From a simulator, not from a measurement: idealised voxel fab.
Process module name: voxel air gaps
The cross-section shown here is cut; it is 165 nm wide and divided into square cells measuring 5 nm on a side.
Throughout this document, each cross-section is represented as a grid of square cells and is presented as a sequence of bands enumerated from the top downward, where a band comprises one or more rows of cells.
Heights first: top, then bottom, in nm. Then materials, left to right, each with a width in nm. "edge to edge" on a single material: fills the band edge to edge. "empty": empty space.
Ref level 0: as-received wafer is one material below here. Bottom band extends down with no lower bound ("0 nm and below").
A two-number width, for instance "30->40", indicates that the width is equal to the first number in the top row of the band and to the second number in the bottom row, and that it changes by a constant amount per row of cells.
Step marked "nothing different"? Then no cell in the cross-section changed in it.
"Enclosed cavities" contains a list of empty spaces, each no smaller than 8 cells and without an open way to the top, written in the form width x height at distance with the distance from the left edge and all three in nm.
Read whatever lies past the settings on a step's line as the simulator's own remark about the step.
"overlay nm", when on a step's line for a step with a mask, measures how far to the right of its planned place the mask lay; a negative measure means to the left.
**plan**
- 1: op RECEIVE | material Si
- 2: op CONFORMAL_DEP | material SiO2 | thk nm 15
- 3: op CONFORMAL_DEP | material SiCN | thk nm 5
- 4: op DIRECTIONAL_DEP | material SiO2 | thk nm 35
- 5: op MASKED_ETCH | tone open | mask id LINES | width nm 20 | pitch nm 45 | etch materials SiO2 | depth nm 35 | overlay nm 0
- 6: op CONFORMAL_DEP | material TiN | thk nm 5
- 7: op FILL_DEP | material Cu | thk nm 5
- 8: op CMP | height nm 55
- 9: op EPI | material Ru | thk nm 10
- 10: op SELECTIVE_ETCH | etch materials SiO2 | depth nm 45
- 11: op CONFORMAL_DEP | material SiCN | thk nm 5
**First wafer, two in total, run as planned**
**Cross-section, incoming material, after step 1**
- 0 nm and below: Si edge to edge
- Enclosed cavities: none
**So this is the wafer cross-section right after step 2**
- 15 nm to 0 nm: SiO2 edge to edge
- Anything lower than 0 is untouched.
**So this is the wafer cross-section right after step 3**
- 20 nm to 15 nm: SiCN edge to edge
- Anything lower than 15 is untouched.
**So this is the wafer cross-section right after step 4**
- 55 nm to 20 nm: SiO2 edge to edge
- Anything lower than 20 is untouched.
**So this is the wafer cross-section right after step 5**
- 55 nm to 20 nm: SiO2 25 nm | empty 20 nm | SiO2 25 nm | empty 20 nm | SiO2 25 nm | empty 20 nm | SiO2 30 nm
- Anything lower than 20 is untouched.
**So this is the wafer cross-section right after step 6**
- 60 nm to 55 nm: TiN 30 nm | empty 10 nm | TiN 35 nm | empty 10 nm | TiN 35 nm | empty 10 nm | TiN 35 nm
- 55 nm to 25 nm: SiO2 25 nm | TiN 5 nm | empty 10 nm | TiN 5 nm | SiO2 25 nm | TiN 5 nm | empty 10 nm | TiN 5 nm | SiO2 25 nm | TiN 5 nm | empty 10 nm | TiN 5 nm | SiO2 30 nm
- 25 nm to 20 nm: SiO2 25 nm | TiN 20 nm | SiO2 25 nm | TiN 20 nm | SiO2 25 nm | TiN 20 nm | SiO2 30 nm
- Anything lower than 20 is untouched.
**So this is the wafer cross-section right after step 7**
- 65 nm to 60 nm: Cu edge to edge
- 60 nm to 55 nm: TiN 30 nm | Cu 10 nm | TiN 35 nm | Cu 10 nm | TiN 35 nm | Cu 10 nm | TiN 35 nm
- 55 nm to 25 nm: SiO2 25 nm | TiN 5 nm | Cu 10 nm | TiN 5 nm | SiO2 25 nm | TiN 5 nm | Cu 10 nm | TiN 5 nm | SiO2 25 nm | TiN 5 nm | Cu 10 nm | TiN 5 nm | SiO2 30 nm
- Anything lower than 25 is untouched.
**So this is the wafer cross-section right after step 8**
- 55 nm to 25 nm: SiO2 25 nm | TiN 5 nm | Cu 10 nm | TiN 5 nm | SiO2 25 nm | TiN 5 nm | Cu 10 nm | TiN 5 nm | SiO2 25 nm | TiN 5 nm | Cu 10 nm | TiN 5 nm | SiO2 30 nm
- Anything lower than 25 is untouched.
**So this is the wafer cross-section right after step 9**
- 65 nm to 55 nm: empty 15 nm | Ru 40 nm | empty 5 nm | Ru 40 nm | empty 5 nm | Ru 40 nm | empty 20 nm
- Anything lower than 55 is untouched.
**So this is the wafer cross-section right after step 10**
- 65 nm to 55 nm: empty 15 nm | Ru 40 nm | empty 5 nm | Ru 40 nm | empty 5 nm | Ru 40 nm | empty 20 nm
- 55 nm to 25 nm: empty 25 nm | TiN 5 nm | Cu 10 nm | TiN 5 nm | empty 25 nm | TiN 5 nm | Cu 10 nm | TiN 5 nm | empty 25 nm | TiN 5 nm | Cu 10 nm | TiN 5 nm | empty 30 nm
- 25 nm to 20 nm: empty 25 nm | TiN 20 nm | empty 25 nm | TiN 20 nm | empty 25 nm | TiN 20 nm | empty 30 nm
- Anything lower than 20 is untouched.
**So this is the wafer cross-section right after step 11**
- 70 nm to 65 nm: empty 10 nm | SiCN 140 nm | empty 15 nm
- 65 nm to 55 nm: empty 10 nm | SiCN 5 nm | Ru 40 nm | SiCN 5 nm | Ru 40 nm | SiCN 5 nm | Ru 40 nm | SiCN 5 nm | empty 15 nm
- 55 nm to 50 nm: empty 10 nm | SiCN 15 nm | TiN 5 nm | Cu 10 nm | TiN 5 nm | SiCN 25 nm | TiN 5 nm | Cu 10 nm | TiN 5 nm | SiCN 25 nm | TiN 5 nm | Cu 10 nm | TiN 5 nm | SiCN 15 nm | empty 15 nm
- 50 nm to 25 nm: empty 20 nm | SiCN 5 nm | TiN 5 nm | Cu 10 nm | TiN 5 nm | SiCN 5 nm | empty 15 nm | SiCN 5 nm | TiN 5 nm | Cu 10 nm | TiN 5 nm | SiCN 5 nm | empty 15 nm | SiCN 5 nm | TiN 5 nm | Cu 10 nm | TiN 5 nm | SiCN 5 nm | empty 25 nm
- 25 nm to 20 nm: SiCN 25 nm | TiN 20 nm | SiCN 25 nm | TiN 20 nm | SiCN 25 nm | TiN 20 nm | SiCN 30 nm
- Anything lower than 20 is untouched.
- Enclosed cavities: 15 x 25 at 50; 15 x 25 at 95
**Regarding the second of the two wafers: it shared the first wafer's starting condition and process plan, yet one error occurred during its execution. Its history coincides with that of the first wafer up to and including step 8**
**Cross-section: second wafer, time at which step 9 was scheduled to end**
- 60 nm to 55 nm: empty 20 nm | Ru 30 nm | empty 15 nm | Ru 30 nm | empty 15 nm | Ru 30 nm | empty 25 nm
- Anything lower than 55 is untouched.
**Cross-section: second wafer, time at which step 10 was scheduled to end**
- 60 nm to 55 nm: empty 20 nm | Ru 30 nm | empty 15 nm | Ru 30 nm | empty 15 nm | Ru 30 nm | empty 25 nm
- 55 nm to 25 nm: empty 25 nm | TiN 5 nm | Cu 10 nm | TiN 5 nm | empty 25 nm | TiN 5 nm | Cu 10 nm | TiN 5 nm | empty 25 nm | TiN 5 nm | Cu 10 nm | TiN 5 nm | empty 30 nm
- 25 nm to 20 nm: empty 25 nm | TiN 20 nm | empty 25 nm | TiN 20 nm | empty 25 nm | TiN 20 nm | empty 30 nm
- Anything lower than 20 is untouched.
**Cross-section: second wafer, time at which step 11 was scheduled to end**
- 65 nm to 60 nm: empty 15 nm | SiCN 40 nm | empty 5 nm | SiCN 40 nm | empty 5 nm | SiCN 40 nm | empty 20 nm
- 60 nm to 55 nm: empty 15 nm | SiCN 5 nm | Ru 30 nm | SiCN 5 nm | empty 5 nm | SiCN 5 nm | Ru 30 nm | SiCN 5 nm | empty 5 nm | SiCN 5 nm | Ru 30 nm | SiCN 5 nm | empty 20 nm
- 55 nm to 50 nm: empty 15 nm | SiCN 10 nm | TiN 5 nm | Cu 10 nm | TiN 5 nm | SiCN 10 nm | empty 5 nm | SiCN 10 nm | TiN 5 nm | Cu 10 nm | TiN 5 nm | SiCN 10 nm | empty 5 nm | SiCN 10 nm | TiN 5 nm | Cu 10 nm | TiN 5 nm | SiCN 10 nm | empty 20 nm
- 50 nm to 25 nm: empty 20 nm | SiCN 5 nm | TiN 5 nm | Cu 10 nm | TiN 5 nm | SiCN 5 nm | empty 15 nm | SiCN 5 nm | TiN 5 nm | Cu 10 nm | TiN 5 nm | SiCN 5 nm | empty 15 nm | SiCN 5 nm | TiN 5 nm | Cu 10 nm | TiN 5 nm | SiCN 5 nm | empty 25 nm
- 25 nm to 20 nm: SiCN 25 nm | TiN 20 nm | SiCN 25 nm | TiN 20 nm | SiCN 25 nm | TiN 20 nm | SiCN 30 nm
- Anything lower than 20 is untouched.
Against the plan, the run slipped here: planned and actual differ for step 9; actual: op EPI | material Ru | thk nm 5
The second wafer ends with more or fewer cells of some materials than the first, per final count: 30 fewer of Ru, 10 fewer of SiCN
In the final state there are 2 closed voids in the first wafer, compared with 0 in the second wafer.
